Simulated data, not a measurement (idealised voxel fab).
The process module presented herein is designated voxel self aligned vias.
The cross-section shown here is cut; it is 215 nm wide and divided into square cells measuring 5 nm on a side.
Bands, listed from the top down, are how a cross-section gets written in this document; the cross-section itself is a grid of square cells, and a band is one or more rows of them.
In this notation a band is specified by the heights of its top and bottom, in that order and in nm, after which its materials appear from left to right, each paired with its width in nm. The word "all across" attached to a single material means that material fills the band from edge to edge; the word "blank" stands for empty space.
Height datum 0, below which the as-received substrate wafer is one material. Lowest band open at the bottom, running downward: "0 down".
You'd read "30->40" like this: the band's top row of cells is as wide as the first number, its bottom row is as wide as the second, and going down, every row changes width by the same amount as the row before did.
"all unchanged" after a step means that no cell of the cross-section changed.
Empty spaces counting at least 8 cells and having no open way to the top are listed in "Enclosed void entries". The notation width x height at distance is used for each, the distance being from the left edge and all three values in nm.
What comes after the settings on a step's line is commentary from the simulator itself on that step.
The line of a step may include "overlay nm". On a step with a mask, this value is how far to the right of its planned place the mask lay. A negative value means the mask lay to the left.
Before/after cross-section pairs, one process step each; after shown to lowest changed band; step and settings beneath. Pairs may be from different runs of this module on the same starting wafer; a pair continues from the one above only where its "Status quo ante" entry says so.

Status quo ante
	55 to 50  Ru all across
	50 to 45  TiN: 70, Ru: 15, TiN: 35, Ru: 15, TiN: 80
	45 to 20  lowk: 65, TiN: 5, Ru: 15, TiN: 5, lowk: 25, TiN: 5, Ru: 15, TiN: 5, lowk: 75
	20 to 15  lowk: 65, TiN: 25, lowk: 25, TiN: 25, lowk: 75
	15 to 10  SiCN all across
	10 to 0  SiO2 all across
	0 down  Si all across
	Enclosed void entries: none

Cross-Section After Step
	45 to 20  lowk: 65, TiN: 5, Ru: 15, TiN: 5, lowk: 25, TiN: 5, Ru: 15, TiN: 5, lowk: 75
	Anything lower than 20 is untouched.
	Enclosed void entries: none
The two cross-sections above bracket this step: CMP | height nm 45

Status quo ante: the pre-step structure is the one depicted after the step in the pair just above.

Cross-Section After Step
	45 to 40  lowk: 65, blank: 25, lowk: 25, blank: 25, lowk: 75
	Anything lower than 40 is untouched.
	Enclosed void entries: none
The two cross-sections above bracket this step: SELECTIVE_ETCH | etch materials W Ru TiN | depth nm 5

Status quo ante: the pre-step structure is the one depicted after the step in the pair just above.

Cross-Section After Step
	55 to 45  SiN all across
	45 to 40  lowk: 65, SiN: 25, lowk: 25, SiN: 25, lowk: 75
	Anything lower than 40 is untouched.
	Enclosed void entries: none
The two cross-sections above bracket this step: FILL_DEP | material SiN | thk nm 10

Status quo ante: the pre-step structure is the one depicted after the step in the pair just above.

Cross-Section After Step
	45 to 40  lowk: 65, SiN: 25, lowk: 25, SiN: 25, lowk: 75
	Anything lower than 40 is untouched.
	Enclosed void entries: none
The two cross-sections above bracket this step: CMP | height nm 45

Status quo ante: the pre-step structure is the one depicted after the step in the pair just above.

Cross-Section After Step
	60 to 45  lowk all across
	Anything lower than 45 is untouched.
	Enclosed void entries: none
The two cross-sections above bracket this step: DIRECTIONAL_DEP | material lowk | thk nm 15

Status quo ante: the pre-step structure is the one depicted after the step in the pair just above.

Cross-Section After Step
	75 to 60  resist: 65, blank: 35, resist: 115
	Anything lower than 60 is untouched.
	Enclosed void entries: none
The two cross-sections above bracket this step: PATTERN | tone open | mask id VIAS | material resist | width nm 35 | thk nm 15 | overlay nm 0

Status quo ante: the pre-step structure is the one depicted after the step in the pair just above.

Cross-Section After Step
	75 to 60  resist: 65, blank: 35, resist: 115
	60 to 45  lowk: 65, blank: 35, lowk: 115
	Anything lower than 45 is untouched.
	Enclosed void entries: none
The two cross-sections above bracket this step: DIRECTIONAL_ETCH | etch materials lowk | depth nm 15

Status quo ante: the pre-step structure is the one depicted after the step in the pair just above.

Cross-Section After Step
	75 to 60  resist: 65, blank: 35, resist: 115
	60 to 45  lowk: 65, blank: 35, lowk: 115
	45 to 40  lowk: 65, blank: 25, lowk: 25, SiN: 25, lowk: 75
	Anything lower than 40 is untouched.
	Enclosed void entries: none
The two cross-sections above bracket this step: DIRECTIONAL_ETCH | etch materials SiN | depth nm 5

Status quo ante: the pre-step structure is the one depicted after the step in the pair just above.

Cross-Section After Step
	60 to 45  lowk: 65, blank: 35, lowk: 115
	Anything lower than 45 is untouched.
	Enclosed void entries: none
The two cross-sections above bracket this step: STRIP | etch materials resist

Status quo ante: the pre-step structure is the one depicted after the step in the pair just above.

Cross-Section After Step
	65 to 60  TiN: 70, blank: 25, TiN: 120
	60 to 50  lowk: 65, TiN: 5, blank: 25, TiN: 5, lowk: 115
	50 to 45  lowk: 65, TiN: 5, blank: 15, TiN: 15, lowk: 115
	45 to 40  lowk: 65, TiN: 25, lowk: 25, SiN: 25, lowk: 75
	Anything lower than 40 is untouched.
	Enclosed void entries: none
The two cross-sections above bracket this step: CONFORMAL_DEP | material TiN | thk nm 5

Status quo ante: the pre-step structure is the one depicted after the step in the pair just above.

Cross-Section After Step
	75 to 65  Cu all across
	65 to 60  TiN: 70, Cu: 25, TiN: 120
	60 to 50  lowk: 65, TiN: 5, Cu: 25, TiN: 5, lowk: 115
	50 to 45  lowk: 65, TiN: 5, Cu: 15, TiN: 15, lowk: 115
	Anything lower than 45 is untouched.
	Enclosed void entries: none
The two cross-sections above bracket this step: FILL_DEP | material Cu | thk nm 10

Status quo ante: the pre-step structure is the one depicted after the step in the pair just above.

Cross-Section After Step
	60 to 50  lowk: 65, TiN: 5, Cu: 25, TiN: 5, lowk: 115
	Anything lower than 50 is untouched.
	Enclosed void entries: none
The two cross-sections above bracket this step: CMP | height nm 60

Status quo ante: the pre-step structure is the one depicted after the step in the pair just above.

Cross-Section After Step
	65 to 60  SiCN all across
	Anything lower than 60 is untouched.
	Enclosed void entries: none
The two cross-sections above bracket this step: CONFORMAL_DEP | material SiCN | thk nm 5

Status quo ante
	60 to 45  lowk: 65, blank: 35, lowk: 115
	45 to 40  lowk: 70, blank: 25, lowk: 25, SiN: 25, lowk: 70
	40 to 20  lowk: 70, TiN: 5, Ru: 15, TiN: 5, lowk: 25, TiN: 5, Ru: 15, TiN: 5, lowk: 70
	20 to 15  lowk: 70, TiN: 25, lowk: 25, TiN: 25, lowk: 70
	15 to 10  SiCN all across
	10 to 0  SiO2 all across
	0 down  Si all across
	Enclosed void entries: none

Cross-Section After Step
	65 to 60  W: 70, blank: 25, W: 120
	60 to 50  lowk: 65, W: 5, blank: 25, W: 5, lowk: 115
	50 to 45  lowk: 65, W: 10, blank: 15, W: 10, lowk: 115
	45 to 40  lowk: 70, W: 25, lowk: 25, SiN: 25, lowk: 70
	Anything lower than 40 is untouched.
	Enclosed void entries: none
The two cross-sections above bracket this step: CONFORMAL_DEP | material W | thk nm 5

Status quo ante: the pre-step structure is the one depicted after the step in the pair just above.

Cross-Section After Step
	75 to 65  Cu all across
	65 to 60  W: 70, Cu: 25, W: 120
	60 to 50  lowk: 65, W: 5, Cu: 25, W: 5, lowk: 115
	50 to 45  lowk: 65, W: 10, Cu: 15, W: 10, lowk: 115
	Anything lower than 45 is untouched.
	Enclosed void entries: none
The two cross-sections above bracket this step: FILL_DEP | material Cu | thk nm 10

Status quo ante: the pre-step structure is the one depicted after the step in the pair just above.

Cross-Section After Step
	60 to 50  lowk: 65, W: 5, Cu: 25, W: 5, lowk: 115
	Anything lower than 50 is untouched.
	Enclosed void entries: none
The two cross-sections above bracket this step: CMP | height nm 60

Status quo ante: the pre-step structure is the one depicted after the step in the pair just above.

Cross-Section After Step
	65 to 60  SiCN all across
	Anything lower than 60 is untouched.
	Enclosed void entries: none
The two cross-sections above bracket this step: CONFORMAL_DEP | material SiCN | thk nm 5

Status quo ante
	60 to 45  lowk all across
	45 to 40  lowk: 70, SiN: 25, lowk: 25, SiN: 25, lowk: 70
	40 to 20  lowk: 70, TiN: 5, Ru: 15, TiN: 5, lowk: 25, TiN: 5, Ru: 15, TiN: 5, lowk: 70
	20 to 15  lowk: 70, TiN: 25, lowk: 25, TiN: 25, lowk: 70
	15 to 10  SiCN all across
	10 to 0  SiO2 all across
	0 down  Si all across
	Enclosed void entries: none

Cross-Section After Step
	75 to 60  blank: 65, resist: 35, blank: 115
	Anything lower than 60 is untouched.
	Enclosed void entries: none
The two cross-sections above bracket this step: PATTERN | tone cover | mask id VIAS | material resist | width nm 35 | thk nm 15 | overlay nm 0

Status quo ante: the pre-step structure is the one depicted after the step in the pair just above.

Cross-Section After Step
	75 to 60  blank: 65, resist: 35, blank: 115
	60 to 45  blank: 65, lowk: 35, blank: 115
	Anything lower than 45 is untouched.
	Enclosed void entries: none
The two cross-sections above bracket this step: DIRECTIONAL_ETCH | etch materials lowk | depth nm 15

Status quo ante: the pre-step structure is the one depicted after the step in the pair just above.

Cross-Section After Step
	75 to 60  blank: 65, resist: 35, blank: 115
	60 to 45  blank: 65, lowk: 35, blank: 115
	45 to 40  lowk: 70, SiN: 25, lowk: 25, blank: 25, lowk: 70
	Anything lower than 40 is untouched.
	Enclosed void entries: none
The two cross-sections above bracket this step: DIRECTIONAL_ETCH | etch materials SiN | depth nm 5

Status quo ante: the pre-step structure is the one depicted after the step in the pair just above.

Cross-Section After Step
	60 to 45  blank: 65, lowk: 35, blank: 115
	Anything lower than 45 is untouched.
	Enclosed void entries: none
The two cross-sections above bracket this step: STRIP | etch materials resist

Status quo ante: the pre-step structure is the one depicted after the step in the pair just above.

Cross-Section After Step
	65 to 60  blank: 60, TiN: 45, blank: 110
	60 to 50  blank: 60, TiN: 5, lowk: 35, TiN: 5, blank: 110
	50 to 45  TiN: 65, lowk: 35, TiN: 25, blank: 15, TiN: 75
	45 to 40  lowk: 70, SiN: 25, lowk: 25, TiN: 25, lowk: 70
	Anything lower than 40 is untouched.
	Enclosed void entries: none
The two cross-sections above bracket this step: CONFORMAL_DEP | material TiN | thk nm 5

Status quo ante: the pre-step structure is the one depicted after the step in the pair just above.

Cross-Section After Step
	75 to 65  Cu all across
	65 to 60  Cu: 60, TiN: 45, Cu: 110
	60 to 50  Cu: 60, TiN: 5, lowk: 35, TiN: 5, Cu: 110
	50 to 45  TiN: 65, lowk: 35, TiN: 25, Cu: 15, TiN: 75
	Anything lower than 45 is untouched.
	Enclosed void entries: none
The two cross-sections above bracket this step: FILL_DEP | material Cu | thk nm 10

Status quo ante: the pre-step structure is the one depicted after the step in the pair just above.

Cross-Section After Step
	60 to 50  Cu: 60, TiN: 5, lowk: 35, TiN: 5, Cu: 110
	Anything lower than 50 is untouched.
	Enclosed void entries: none
The two cross-sections above bracket this step: CMP | height nm 60

Status quo ante: the pre-step structure is the one depicted after the step in the pair just above.

Cross-Section After Step
	65 to 60  SiCN all across
	Anything lower than 60 is untouched.
	Enclosed void entries: none
The two cross-sections above bracket this step: CONFORMAL_DEP | material SiCN | thk nm 5
